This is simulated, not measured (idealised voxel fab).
The process module presented herein is designated voxel transistor to metal.
FYI the section here is cut, 160 nm wide, cells are 5 nm squares.
In this document a cross-section is written as a grid of square cells. It is given as a series of bands, listed from the top down, and a band is one or more rows of cells. The entry gives the band's vertical extent as a top height and a bottom height in nm, then its horizontal make-up as materials from left to right, each with a width in nm. "air" stands for empty space; a single material marked "edge to edge" fills the band edge to edge. Height reference: 0 = level under which incoming wafer is all one material. Lowest band: no bottom, runs on downward, e.g. "0..down". When a width is written as two numbers, as in "30->40", the first number is the width in the top row of cells of the band and the second is the width in its bottom row, and the width changes by the same amount from each row to the next. Where the words "stayed the same" appear for a step, the cross-section shows no cell changed by that step; every cell remained as before. Any empty space of 8 cells or more lacking an open way to the top shows up in "Completely enclosed voids" as width x height at distance, distance from the left edge, in nm. It should be noted that, on the line of a given step, the content following the step's settings is a remark produced by the simulator itself with respect to that step. The setting "overlay nm" may be written on the line of a step. When the step uses a mask, the value reports how far to the right of the planned place the mask lay, and a negative value reports that it lay to the left.
**Process steps (planned)**
- 1: RECEIVE | material Si
- 2: CONFORMAL_DEP | material SiO2 | thk nm 5
- 3: CONFORMAL_DEP | material SiN | thk nm 10
- 4: MASKED_ETCH | tone cover | mask id ACTIVE | width nm 110 | etch materials SiN | depth nm 10 | overlay nm 0
- 5: MASKED_ETCH | tone cover | mask id ACTIVE | width nm 110 | etch materials SiO2 | depth nm 5 | overlay nm 0
- 6: MASKED_ETCH | tone cover | mask id ACTIVE | width nm 110 | etch materials Si | depth nm 35 | overlay nm 0
- 7: OXIDIZE | depth nm 5
- 8: FILL_DEP | material SiO2 | thk nm 5
- 9: CMP | height nm 15
- 10: SELECTIVE_ETCH | etch materials SiO2 | depth nm 10
- 11: STRIP | etch materials SiN
- 12: SELECTIVE_ETCH | etch materials SiO2 | depth nm 5
- 13: OXIDIZE | depth nm 5
- 14: DIRECTIONAL_DEP | material polySi | thk nm 20
- 15: DIRECTIONAL_DEP | material SiCN | thk nm 10
- 16: MASKED_ETCH | tone cover | mask id GATE | width nm 20 | etch materials SiCN | depth nm 20 | overlay nm 0
- 17: MASKED_ETCH | tone cover | mask id GATE | width nm 20 | etch materials polySi | depth nm 30 | overlay nm 0
- 18: CONFORMAL_DEP | material SiN | thk nm 10
- 19: DIRECTIONAL_ETCH | etch materials SiN | depth nm 10
- 20: DIRECTIONAL_ETCH | etch materials SiO2 | depth nm 5
- 21: DIRECTIONAL_ETCH | etch materials Si | depth nm 10
- 22: EPI | material nSi | thk nm 10
- 23: FILL_DEP | material SiO2 | thk nm 10
- 24: CMP | height nm 30
- 25: DIRECTIONAL_DEP | material SiO2 | thk nm 15
- 26: MASKED_ETCH | tone open | mask id CONTACT | width nm 30 | pitch nm 60 | etch materials SiO2 | depth nm 50 | overlay nm 0
- 27: CONFORMAL_DEP | material TiN | thk nm 5
- 28: FILL_DEP | material W | thk nm 10
- 29: CMP | height nm 45
- 30: DIRECTIONAL_DEP | material TiN | thk nm 5
- 31: DIRECTIONAL_DEP | material W | thk nm 25
- 32: PATTERN | tone cover | mask id METAL_1 | material resist | width nm 20 | pitch nm 70 | thk nm 15 | overlay nm 0
- 33: DIRECTIONAL_ETCH | etch materials W | depth nm 25
- 34: DIRECTIONAL_ETCH | etch materials TiN | depth nm 5
- 35: STRIP | etch materials resist
- 36: CONFORMAL_DEP | material SiCN | thk nm 5
- 37: FILL_DEP | material SiO2 | thk nm 5
- 38: CMP | height nm 75
- 39: CONFORMAL_DEP | material SiCN | thk nm 5
**Cross-section: wafer on arrival = after step 1**
* 0..down = Si edge to edge
* Completely enclosed voids: none
**Wafer cross-section at end of module: start and plan as shown above, one execution error**
* 80..75 = SiCN edge to edge
* 75..50 = 30 of SiO2 | 5 of SiCN | 20 of W | 5 of SiCN | 40 of SiO2 | 5 of SiCN | 20 of W | 5 of SiCN | 30 of SiO2
* 50..45 = 35 of SiCN | 20 of TiN | 50 of SiCN | 20 of TiN | 35 of SiCN
* 45..35 = 30 of SiO2 | 5 of TiN | 30 of W | 5 of TiN | 20 of SiO2 | 5 of TiN | 30 of W | 5 of TiN | 30 of SiO2
* 35..30 = 30 of SiO2 | 5 of TiN | 20 of W | 15 of TiN | 20 of SiO2 | 15 of TiN | 20 of W | 5 of TiN | 30 of SiO2
* 30..20 = 30 of SiO2 | 5 of TiN | 20 of W | 5 of TiN | 10 of SiN | 20 of SiCN | 10 of SiN | 5 of TiN | 20 of W | 5 of TiN | 30 of SiO2
* 20..10 = 30 of SiO2 | 5 of TiN | 20 of W | 5 of TiN | 10 of SiN | 20 of polySi | 10 of SiN | 5 of TiN | 20 of W | 5 of TiN | 30 of SiO2
* 10..5 = 30 of SiO2 | 5 of TiN | 10 of W | 15 of TiN | 10 of SiN | 20 of polySi | 10 of SiN | 15 of TiN | 10 of W | 5 of TiN | 30 of SiO2
* 5..0 = 30 of SiO2 | 5 of TiN | 10 of W | 5 of TiN | 10 of nSi | 10 of SiN | 20 of polySi | 10 of SiN | 10 of nSi | 5 of TiN | 10 of W | 5 of TiN | 30 of SiO2
* 0..-5 = 30 of SiO2 | 20 of TiN | 10 of nSi | 40 of SiO2 | 10 of nSi | 20 of TiN | 30 of SiO2
* -5..-15 = 30 of SiO2 | 30 of nSi | 40 of Si | 30 of nSi | 30 of SiO2
* -15..-40 = 30 of SiO2 | 100 of Si | 30 of SiO2
* -40..down = Si edge to edge
* Completely enclosed voids: none
Run error: step 26 did not happen as planned, as run it was MASKED_ETCH | tone open | mask id CONTACT | width nm 40 | pitch nm 60 | etch materials SiO2 | depth nm 50 | overlay nm 0
